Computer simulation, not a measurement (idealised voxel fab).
process module | voxel gate over fins
cross-section cut | 265 nm wide | cells 5 nm
A cross-section is a grid of square cells, given in bands from the top down. A band is one or more rows of cells.
Each band's line starts with the height of the band's top and of its bottom, in nm. Then come its materials from left to right, each with its width in nm. One material with "throughout" fills the band from edge to edge. "air" is empty space.
Height 0 is the level under which the wafer as received is all one material. The lowest band goes on downwards, as in "0 down".
A width such as "30 to 40" changes by the same amount from each row of cells to the next, from the band's top row to its bottom row.
"no change" after a step means that no cell of the cross-section changed.
closed voids: empty space of 8 cells or more with no open way to the top, each as width x height at its distance from the left edge, in nm
after a step's settings: what the simulator itself notes on the step
overlay nm, on a step with a mask: how far to the right of its planned place the mask lay; to the left if negative
plan
1 op RECEIVE | material Si
2 op CONFORMAL_DEP | material SiN | thk nm 5
3 op DIRECTIONAL_DEP | material aC | thk nm 10
4 op PATTERN | tone cover | mask id FINS | material resist | width nm 15 | pitch nm 40 | thk nm 30 | overlay nm 0
5 op DIRECTIONAL_ETCH | etch materials aC | depth nm 10
6 op STRIP | etch materials resist
7 op DIRECTIONAL_ETCH | etch materials SiN | depth nm 5
8 op DIRECTIONAL_ETCH | etch materials Si | depth nm 30
9 op STRIP | etch materials aC
10 op OXIDIZE | depth nm 5
11 op FILL_DEP | material SiO2 | thk nm 15
12 op CMP | height nm 5
13 op SELECTIVE_ETCH | etch materials SiO2 | depth nm 20
14 op STRIP | etch materials SiN
15 op CONFORMAL_DEP | material HfO2 | thk nm 5
16 op CONFORMAL_DEP | material TiN | thk nm 5
17 op FILL_DEP | material W | thk nm 15
18 op CMP | height nm 20
19 op CONFORMAL_DEP | material SiN | thk nm 10
as received, after step 1
  0 down: Si throughout
  closed voids: none
first wafer at the end, as planned
  30 to 20: SiN throughout
  20 to 10: W throughout
  10 to 5: W 100 | TiN 25 | W 15 | TiN 25 | W 100
  5 to 0: W 100 | TiN 5 | HfO2 15 | TiN 5 | W 15 | TiN 5 | HfO2 15 | TiN 5 | W 100
  0 to -5: W 100 | TiN 5 | HfO2 5 | Si 5 | HfO2 5 | TiN 5 | W 15 | TiN 5 | HfO2 5 | Si 5 | HfO2 5 | TiN 5 | W 100
  -5 to -10: TiN 105 | HfO2 5 | Si 5 | HfO2 5 | TiN 25 | HfO2 5 | Si 5 | HfO2 5 | TiN 105
  -10 to -15: HfO2 110 | Si 5 | HfO2 35 | Si 5 | HfO2 110
  -15 to -35: SiO2 110 | Si 5 | SiO2 35 | Si 5 | SiO2 110
  -35 down: Si throughout
  closed voids: none
second wafer at the end: like start, like plan, one mistake
  30 to 20: SiN throughout
  20 to 10: W throughout
  10 to 5: W 100 | TiN 25 | W 15 | TiN 25 | W 100
  5 to 0: W 100 | TiN 5 | HfO2 15 | TiN 5 | W 15 | TiN 5 | HfO2 15 | TiN 5 | W 100
  0 to -5: W 100 | TiN 5 | HfO2 5 | Si 5 | HfO2 5 | TiN 5 | W 15 | TiN 5 | HfO2 5 | Si 5 | HfO2 5 | TiN 5 | W 100
  -5 to -10: TiN 105 | HfO2 5 | Si 5 | HfO2 5 | TiN 25 | HfO2 5 | Si 5 | HfO2 5 | TiN 105
  -10 to -15: HfO2 110 | Si 5 | HfO2 35 | Si 5 | HfO2 110
  -15 to -65: SiO2 110 | Si 5 | SiO2 35 | Si 5 | SiO2 110
  -65 down: Si throughout
  closed voids: none
what went wrong: step 8 was run twice
at the end the second wafer has, in cells: 306 fewer of Si | 306 more of SiO2
